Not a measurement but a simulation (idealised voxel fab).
A process module follows: voxel wiring stack.
Square cell edge 5 nm, section width 270 nm, ID cut.
Reading order for cross-sections: top band down to bottom band. Underlying form: a grid of square cells. Band size: one or more rows of cells.
Per band: top height and bottom height in nm, followed by the left-to-right materials and their widths in nm; "all across" marks a single material spanning edge to edge, "air" marks empty space.
For the purposes of this specification, 0 denotes the height below which the wafer in its as-received condition is composed wholly of one material, and the lowermost band, lacking a lower limit, extends downward without end, as expressed in "0..down".
Width spec "30 to 40" -> top row of cells at first value, bottom row at second value, equal per-row change in between.
"all unchanged" -> step changed no cross-section cell.
Empty spaces counting at least 8 cells and having no open way to the top are listed in "Enclosed cavity list". The notation width x height at distance is used for each, the distance being from the left edge and all three values in nm.
Text after the settings on a step's line: the simulator's own remark on that step.
The setting "overlay nm" may be written on the line of a step. When the step uses a mask, the value reports how far to the right of the planned place the mask lay, and a negative value reports that it lay to the left.

PLANNED STEP LIST FOR THE PROCESS
1. RECEIVE,material Si
2. CONFORMAL_DEP,material SiO2,thk nm 10
3. DIRECTIONAL_DEP,material TiN,thk nm 5
4. DIRECTIONAL_DEP,material W,thk nm 25
5. DIRECTIONAL_DEP,material aC,thk nm 15
6. PATTERN,tone cover,mask id METAL_1,material resist,width nm 25,pitch nm 45,thk nm 30,overlay nm 0
7. DIRECTIONAL_ETCH,etch materials aC,depth nm 15
8. STRIP,etch materials resist
9. DIRECTIONAL_ETCH,etch materials W,depth nm 25
10. DIRECTIONAL_ETCH,etch materials TiN,depth nm 5
11. STRIP,etch materials aC
12. FILL_DEP,material lowk,thk nm 10
13. CMP,height nm 40
14. CONFORMAL_DEP,material SiCN,thk nm 5
15. DIRECTIONAL_DEP,material SiO2,thk nm 10
16. DIRECTIONAL_DEP,material aC,thk nm 10
17. PATTERN,tone open,mask id PLUG_1,material resist,width nm 15,thk nm 25,overlay nm 0
18. DIRECTIONAL_ETCH,etch materials aC,depth nm 10
19. STRIP,etch materials resist
20. DIRECTIONAL_ETCH,etch materials SiO2,depth nm 10
21. DIRECTIONAL_ETCH,etch materials SiCN,depth nm 5
22. STRIP,etch materials aC
23. EPI,material Ru,thk nm 10
24. EPI,material Ru,thk nm 5
25. CONFORMAL_DEP,material SiN,thk nm 5
26. DIRECTIONAL_DEP,material lowk,thk nm 25
27. DIRECTIONAL_DEP,material aC,thk nm 15
28. PATTERN,tone open,mask id METAL_2,material resist,width nm 25,pitch nm 45,thk nm 30,overlay nm 0
29. DIRECTIONAL_ETCH,etch materials aC,depth nm 15
30. STRIP,etch materials resist
31. DIRECTIONAL_ETCH,etch materials lowk,depth nm 25
32. DIRECTIONAL_ETCH,etch materials SiN,depth nm 5
33. STRIP,etch materials aC
34. CONFORMAL_DEP,material TiN,thk nm 5
35. FILL_DEP,material Ru,thk nm 5
36. CMP,height nm 85
37. CONFORMAL_DEP,material SiN,thk nm 5

FIRST WAFER OUT OF TWO, PROCESSED AS PLANNED

CROSS-SECTION: WAFER ON ARRIVAL = AFTER STEP 1
  0..down = Si all across
  Enclosed cavity list: none

THE FOLLOWING CROSS-SECTION DEPICTS THE WAFER UPON COMPLETION OF STEP 2
  10..0 = SiO2 all across
  No changes below 0.

THE FOLLOWING CROSS-SECTION DEPICTS THE WAFER UPON COMPLETION OF STEP 3
  15..10 = TiN all across
  No changes below 10.

THE FOLLOWING CROSS-SECTION DEPICTS THE WAFER UPON COMPLETION OF STEP 4
  40..15 = W all across
  No changes below 15.

THE FOLLOWING CROSS-SECTION DEPICTS THE WAFER UPON COMPLETION OF STEP 5
  55..40 = aC all across
  No changes below 40.

THE FOLLOWING CROSS-SECTION DEPICTS THE WAFER UPON COMPLETION OF STEP 6
  85..55 = 100 air | 25 resist | 20 air | 25 resist | 100 air
  No changes below 55.

THE FOLLOWING CROSS-SECTION DEPICTS THE WAFER UPON COMPLETION OF STEP 7
  70..55 = 100 air | 25 resist | 20 air | 25 resist | 100 air
  55..40 = 100 air | 25 aC | 20 air | 25 aC | 100 air
  No changes below 40.

THE FOLLOWING CROSS-SECTION DEPICTS THE WAFER UPON COMPLETION OF STEP 8
  55..40 = 100 air | 25 aC | 20 air | 25 aC | 100 air
  No changes below 40.

THE FOLLOWING CROSS-SECTION DEPICTS THE WAFER UPON COMPLETION OF STEP 9
  55..40 = 100 air | 25 aC | 20 air | 25 aC | 100 air
  40..15 = 100 air | 25 W | 20 air | 25 W | 100 air
  No changes below 15.

THE FOLLOWING CROSS-SECTION DEPICTS THE WAFER UPON COMPLETION OF STEP 10
  55..40 = 100 air | 25 aC | 20 air | 25 aC | 100 air
  40..15 = 100 air | 25 W | 20 air | 25 W | 100 air
  15..10 = 100 air | 25 TiN | 20 air | 25 TiN | 100 air
  No changes below 10.

THE FOLLOWING CROSS-SECTION DEPICTS THE WAFER UPON COMPLETION OF STEP 11
  40..15 = 100 air | 25 W | 20 air | 25 W | 100 air
  No changes below 15.

THE FOLLOWING CROSS-SECTION DEPICTS THE WAFER UPON COMPLETION OF STEP 12
  50..40 = lowk all across
  40..15 = 100 lowk | 25 W | 20 lowk | 25 W | 100 lowk
  15..10 = 100 lowk | 25 TiN | 20 lowk | 25 TiN | 100 lowk
  No changes below 10.

THE FOLLOWING CROSS-SECTION DEPICTS THE WAFER UPON COMPLETION OF STEP 13
  40..15 = 100 lowk | 25 W | 20 lowk | 25 W | 100 lowk
  No changes below 15.

THE FOLLOWING CROSS-SECTION DEPICTS THE WAFER UPON COMPLETION OF STEP 14
  45..40 = SiCN all across
  No changes below 40.

THE FOLLOWING CROSS-SECTION DEPICTS THE WAFER UPON COMPLETION OF STEP 15
  55..45 = SiO2 all across
  No changes below 45.

THE FOLLOWING CROSS-SECTION DEPICTS THE WAFER UPON COMPLETION OF STEP 16
  65..55 = aC all across
  No changes below 55.

THE FOLLOWING CROSS-SECTION DEPICTS THE WAFER UPON COMPLETION OF STEP 17
  90..65 = 100 resist | 15 air | 155 resist
  No changes below 65.

THE FOLLOWING CROSS-SECTION DEPICTS THE WAFER UPON COMPLETION OF STEP 18
  80..65 = 100 resist | 15 air | 155 resist
  65..55 = 100 aC | 15 air | 155 aC
  No changes below 55.

THE FOLLOWING CROSS-SECTION DEPICTS THE WAFER UPON COMPLETION OF STEP 19
  65..55 = 100 aC | 15 air | 155 aC
  No changes below 55.

THE FOLLOWING CROSS-SECTION DEPICTS THE WAFER UPON COMPLETION OF STEP 20
  65..55 = 100 aC | 15 air | 155 aC
  55..45 = 100 SiO2 | 15 air | 155 SiO2
  No changes below 45.

THE FOLLOWING CROSS-SECTION DEPICTS THE WAFER UPON COMPLETION OF STEP 21
  65..55 = 100 aC | 15 air | 155 aC
  55..45 = 100 SiO2 | 15 air | 155 SiO2
  45..40 = 100 SiCN | 15 air | 155 SiCN
  No changes below 40.

THE FOLLOWING CROSS-SECTION DEPICTS THE WAFER UPON COMPLETION OF STEP 22
  55..45 = 100 SiO2 | 15 air | 155 SiO2
  No changes below 45.

THE FOLLOWING CROSS-SECTION DEPICTS THE WAFER UPON COMPLETION OF STEP 23
  55..50 = 100 SiO2 | 15 air | 155 SiO2
  50..45 = 100 SiO2 | 15 Ru | 155 SiO2
  45..40 = 100 SiCN | 15 Ru | 155 SiCN
  No changes below 40.

THE FOLLOWING CROSS-SECTION DEPICTS THE WAFER UPON COMPLETION OF STEP 24
  55..45 = 100 SiO2 | 15 Ru | 155 SiO2
  No changes below 45.

THE FOLLOWING CROSS-SECTION DEPICTS THE WAFER UPON COMPLETION OF STEP 25
  60..55 = SiN all across
  No changes below 55.

THE FOLLOWING CROSS-SECTION DEPICTS THE WAFER UPON COMPLETION OF STEP 26
  85..60 = lowk all across
  No changes below 60.

THE FOLLOWING CROSS-SECTION DEPICTS THE WAFER UPON COMPLETION OF STEP 27
  100..85 = aC all across
  No changes below 85.

THE FOLLOWING CROSS-SECTION DEPICTS THE WAFER UPON COMPLETION OF STEP 28
  130..100 = 100 resist | 25 air | 20 resist | 25 air | 100 resist
  No changes below 100.

THE FOLLOWING CROSS-SECTION DEPICTS THE WAFER UPON COMPLETION OF STEP 29
  115..100 = 100 resist | 25 air | 20 resist | 25 air | 100 resist
  100..85 = 100 aC | 25 air | 20 aC | 25 air | 100 aC
  No changes below 85.

THE FOLLOWING CROSS-SECTION DEPICTS THE WAFER UPON COMPLETION OF STEP 30
  100..85 = 100 aC | 25 air | 20 aC | 25 air | 100 aC
  No changes below 85.

THE FOLLOWING CROSS-SECTION DEPICTS THE WAFER UPON COMPLETION OF STEP 31
  100..85 = 100 aC | 25 air | 20 aC | 25 air | 100 aC
  85..60 = 100 lowk | 25 air | 20 lowk | 25 air | 100 lowk
  No changes below 60.

THE FOLLOWING CROSS-SECTION DEPICTS THE WAFER UPON COMPLETION OF STEP 32
  100..85 = 100 aC | 25 air | 20 aC | 25 air | 100 aC
  85..60 = 100 lowk | 25 air | 20 lowk | 25 air | 100 lowk
  60..55 = 100 SiN | 25 air | 20 SiN | 25 air | 100 SiN
  No changes below 55.

THE FOLLOWING CROSS-SECTION DEPICTS THE WAFER UPON COMPLETION OF STEP 33
  85..60 = 100 lowk | 25 air | 20 lowk | 25 air | 100 lowk
  No changes below 60.

THE FOLLOWING CROSS-SECTION DEPICTS THE WAFER UPON COMPLETION OF STEP 34
  90..85 = 105 TiN | 15 air | 30 TiN | 15 air | 105 TiN
  85..60 = 100 lowk | 5 TiN | 15 air | 5 TiN | 20 lowk | 5 TiN | 15 air | 5 TiN | 100 lowk
  60..55 = 100 SiN | 25 TiN | 20 SiN | 25 TiN | 100 SiN
  No changes below 55.

THE FOLLOWING CROSS-SECTION DEPICTS THE WAFER UPON COMPLETION OF STEP 35
  95..90 = Ru all across
  90..85 = 105 TiN | 15 Ru | 30 TiN | 15 Ru | 105 TiN
  85..60 = 100 lowk | 5 TiN | 15 Ru | 5 TiN | 20 lowk | 5 TiN | 15 Ru | 5 TiN | 100 lowk
  No changes below 60.

THE FOLLOWING CROSS-SECTION DEPICTS THE WAFER UPON COMPLETION OF STEP 36
  85..60 = 100 lowk | 5 TiN | 15 Ru | 5 TiN | 20 lowk | 5 TiN | 15 Ru | 5 TiN | 100 lowk
  No changes below 60.

THE FOLLOWING CROSS-SECTION DEPICTS THE WAFER UPON COMPLETION OF STEP 37
  90..85 = SiN all across
  No changes below 85.

REGARDING THE SECOND OF THE TWO WAFERS: IT SHARED THE FIRST WAFER'S STARTING CONDITION AND PROCESS PLAN, YET ONE ERROR OCCURRED DURING ITS EXECUTION. ITS HISTORY COINCIDES WITH THAT OF THE FIRST WAFER UP TO AND INCLUDING STEP 5

SECOND WAFER PROFILE IN SECTION, AT THE MOMENT STEP 6 OF THE PLAN WAS MEANT TO BE COMPLETE
  85..55 = 100 resist | 25 air | 20 resist | 25 air | 100 resist
  No changes below 55.

SECOND WAFER PROFILE IN SECTION, AT THE MOMENT STEP 7 OF THE PLAN WAS MEANT TO BE COMPLETE
  70..55 = 100 resist | 25 air | 20 resist | 25 air | 100 resist
  55..40 = 100 aC | 25 air | 20 aC | 25 air | 100 aC
  No changes below 40.

SECOND WAFER PROFILE IN SECTION, AT THE MOMENT STEP 8 OF THE PLAN WAS MEANT TO BE COMPLETE
  55..40 = 100 aC | 25 air | 20 aC | 25 air | 100 aC
  No changes below 40.

SECOND WAFER PROFILE IN SECTION, AT THE MOMENT STEP 9 OF THE PLAN WAS MEANT TO BE COMPLETE
  55..40 = 100 aC | 25 air | 20 aC | 25 air | 100 aC
  40..15 = 100 W | 25 air | 20 W | 25 air | 100 W
  No changes below 15.

SECOND WAFER PROFILE IN SECTION, AT THE MOMENT STEP 10 OF THE PLAN WAS MEANT TO BE COMPLETE
  55..40 = 100 aC | 25 air | 20 aC | 25 air | 100 aC
  40..15 = 100 W | 25 air | 20 W | 25 air | 100 W
  15..10 = 100 TiN | 25 air | 20 TiN | 25 air | 100 TiN
  No changes below 10.

SECOND WAFER PROFILE IN SECTION, AT THE MOMENT STEP 11 OF THE PLAN WAS MEANT TO BE COMPLETE
  40..15 = 100 W | 25 air | 20 W | 25 air | 100 W
  No changes below 15.

SECOND WAFER PROFILE IN SECTION, AT THE MOMENT STEP 12 OF THE PLAN WAS MEANT TO BE COMPLETE
  50..40 = lowk all across
  40..15 = 100 W | 25 lowk | 20 W | 25 lowk | 100 W
  15..10 = 100 TiN | 25 lowk | 20 TiN | 25 lowk | 100 TiN
  No changes below 10.

SECOND WAFER PROFILE IN SECTION, AT THE MOMENT STEP 13 OF THE PLAN WAS MEANT TO BE COMPLETE
  40..15 = 100 W | 25 lowk | 20 W | 25 lowk | 100 W
  No changes below 15.

SECOND WAFER PROFILE IN SECTION, AT THE MOMENT STEP 14 OF THE PLAN WAS MEANT TO BE COMPLETE
  45..40 = SiCN all across
  No changes below 40.

SECOND WAFER PROFILE IN SECTION, AT THE MOMENT STEP 15 OF THE PLAN WAS MEANT TO BE COMPLETE
  55..45 = SiO2 all across
  No changes below 45.

SECOND WAFER PROFILE IN SECTION, AT THE MOMENT STEP 16 OF THE PLAN WAS MEANT TO BE COMPLETE
  65..55 = aC all across
  No changes below 55.

SECOND WAFER PROFILE IN SECTION, AT THE MOMENT STEP 17 OF THE PLAN WAS MEANT TO BE COMPLETE
  90..65 = 100 resist | 15 air | 155 resist
  No changes below 65.

SECOND WAFER PROFILE IN SECTION, AT THE MOMENT STEP 18 OF THE PLAN WAS MEANT TO BE COMPLETE
  80..65 = 100 resist | 15 air | 155 resist
  65..55 = 100 aC | 15 air | 155 aC
  No changes below 55.

SECOND WAFER PROFILE IN SECTION, AT THE MOMENT STEP 19 OF THE PLAN WAS MEANT TO BE COMPLETE
  65..55 = 100 aC | 15 air | 155 aC
  No changes below 55.

SECOND WAFER PROFILE IN SECTION, AT THE MOMENT STEP 20 OF THE PLAN WAS MEANT TO BE COMPLETE
  65..55 = 100 aC | 15 air | 155 aC
  55..45 = 100 SiO2 | 15 air | 155 SiO2
  No changes below 45.

SECOND WAFER PROFILE IN SECTION, AT THE MOMENT STEP 21 OF THE PLAN WAS MEANT TO BE COMPLETE
  65..55 = 100 aC | 15 air | 155 aC
  55..45 = 100 SiO2 | 15 air | 155 SiO2
  45..40 = 100 SiCN | 15 air | 155 SiCN
  No changes below 40.

SECOND WAFER PROFILE IN SECTION, AT THE MOMENT STEP 22 OF THE PLAN WAS MEANT TO BE COMPLETE
  55..45 = 100 SiO2 | 15 air | 155 SiO2
  No changes below 45.

Second wafer profile in section, at the moment step 23 of the plan was meant to be complete: all unchanged

Second wafer profile in section, at the moment step 24 of the plan was meant to be complete: all unchanged

SECOND WAFER PROFILE IN SECTION, AT THE MOMENT STEP 25 OF THE PLAN WAS MEANT TO BE COMPLETE
  60..55 = 105 SiN | 5 air | 160 SiN
  55..45 = 100 SiO2 | 5 SiN | 5 air | 5 SiN | 155 SiO2
  45..40 = 100 SiCN | 15 SiN | 155 SiCN
  No changes below 40.

SECOND WAFER PROFILE IN SECTION, AT THE MOMENT STEP 26 OF THE PLAN WAS MEANT TO BE COMPLETE
  85..70 = 105 lowk | 5 air | 160 lowk
  70..60 = lowk all across
  60..55 = 105 SiN | 5 lowk | 160 SiN
  55..45 = 100 SiO2 | 5 SiN | 5 lowk | 5 SiN | 155 SiO2
  No changes below 45.

SECOND WAFER PROFILE IN SECTION, AT THE MOMENT STEP 27 OF THE PLAN WAS MEANT TO BE COMPLETE
  100..85 = 105 aC | 5 air | 160 aC
  85..70 = 105 lowk | 5 aC | 160 lowk
  No changes below 70.

SECOND WAFER PROFILE IN SECTION, AT THE MOMENT STEP 28 OF THE PLAN WAS MEANT TO BE COMPLETE
  130..100 = 100 resist | 25 air | 20 resist | 25 air | 100 resist
  No changes below 100.

SECOND WAFER PROFILE IN SECTION, AT THE MOMENT STEP 29 OF THE PLAN WAS MEANT TO BE COMPLETE
  115..100 = 100 resist | 25 air | 20 resist | 25 air | 100 resist
  100..85 = 100 aC | 25 air | 20 aC | 25 air | 100 aC
  85..70 = 105 lowk | 5 air | 160 lowk
  No changes below 70.

SECOND WAFER PROFILE IN SECTION, AT THE MOMENT STEP 30 OF THE PLAN WAS MEANT TO BE COMPLETE
  100..85 = 100 aC | 25 air | 20 aC | 25 air | 100 aC
  No changes below 85.

SECOND WAFER PROFILE IN SECTION, AT THE MOMENT STEP 31 OF THE PLAN WAS MEANT TO BE COMPLETE
  100..85 = 100 aC | 25 air | 20 aC | 25 air | 100 aC
  85..60 = 100 lowk | 25 air | 20 lowk | 25 air | 100 lowk
  60..55 = 105 SiN | 5 air | 160 SiN
  55..45 = 100 SiO2 | 5 SiN | 5 air | 5 SiN | 155 SiO2
  No changes below 45.

SECOND WAFER PROFILE IN SECTION, AT THE MOMENT STEP 32 OF THE PLAN WAS MEANT TO BE COMPLETE
  100..85 = 100 aC | 25 air | 20 aC | 25 air | 100 aC
  85..60 = 100 lowk | 25 air | 20 lowk | 25 air | 100 lowk
  60..55 = 100 SiN | 25 air | 20 SiN | 25 air | 100 SiN
  55..45 = 100 SiO2 | 5 SiN | 5 air | 5 SiN | 155 SiO2
  45..40 = 100 SiCN | 5 SiN | 5 air | 5 SiN | 155 SiCN
  No changes below 40.

SECOND WAFER PROFILE IN SECTION, AT THE MOMENT STEP 33 OF THE PLAN WAS MEANT TO BE COMPLETE
  85..60 = 100 lowk | 25 air | 20 lowk | 25 air | 100 lowk
  No changes below 60.

SECOND WAFER PROFILE IN SECTION, AT THE MOMENT STEP 34 OF THE PLAN WAS MEANT TO BE COMPLETE
  90..85 = 105 TiN | 15 air | 30 TiN | 15 air | 105 TiN
  85..60 = 100 lowk | 5 TiN | 15 air | 5 TiN | 20 lowk | 5 TiN | 15 air | 5 TiN | 100 lowk
  60..55 = 100 SiN | 25 TiN | 20 SiN | 25 TiN | 100 SiN
  55..45 = 100 SiO2 | 5 SiN | 5 TiN | 5 SiN | 155 SiO2
  45..40 = 100 SiCN | 5 SiN | 5 TiN | 5 SiN | 155 SiCN
  No changes below 40.

SECOND WAFER PROFILE IN SECTION, AT THE MOMENT STEP 35 OF THE PLAN WAS MEANT TO BE COMPLETE
  95..90 = Ru all across
  90..85 = 105 TiN | 15 Ru | 30 TiN | 15 Ru | 105 TiN
  85..60 = 100 lowk | 5 TiN | 15 Ru | 5 TiN | 20 lowk | 5 TiN | 15 Ru | 5 TiN | 100 lowk
  No changes below 60.

SECOND WAFER PROFILE IN SECTION, AT THE MOMENT STEP 36 OF THE PLAN WAS MEANT TO BE COMPLETE
  85..60 = 100 lowk | 5 TiN | 15 Ru | 5 TiN | 20 lowk | 5 TiN | 15 Ru | 5 TiN | 100 lowk
  No changes below 60.

SECOND WAFER PROFILE IN SECTION, AT THE MOMENT STEP 37 OF THE PLAN WAS MEANT TO BE COMPLETE
  90..85 = SiN all across
  No changes below 85.
What broke from the plan during processing? step 6 ran as: PATTERN,tone open,mask id METAL_1,material resist,width nm 25,pitch nm 45,thk nm 30,overlay nm 0
Materials where the second wafer ends with more or fewer cells than the first: Ru: 9 fewer, SiN: 6 more, TiN: 37 more, W: 170 more, lowk: 204 fewer
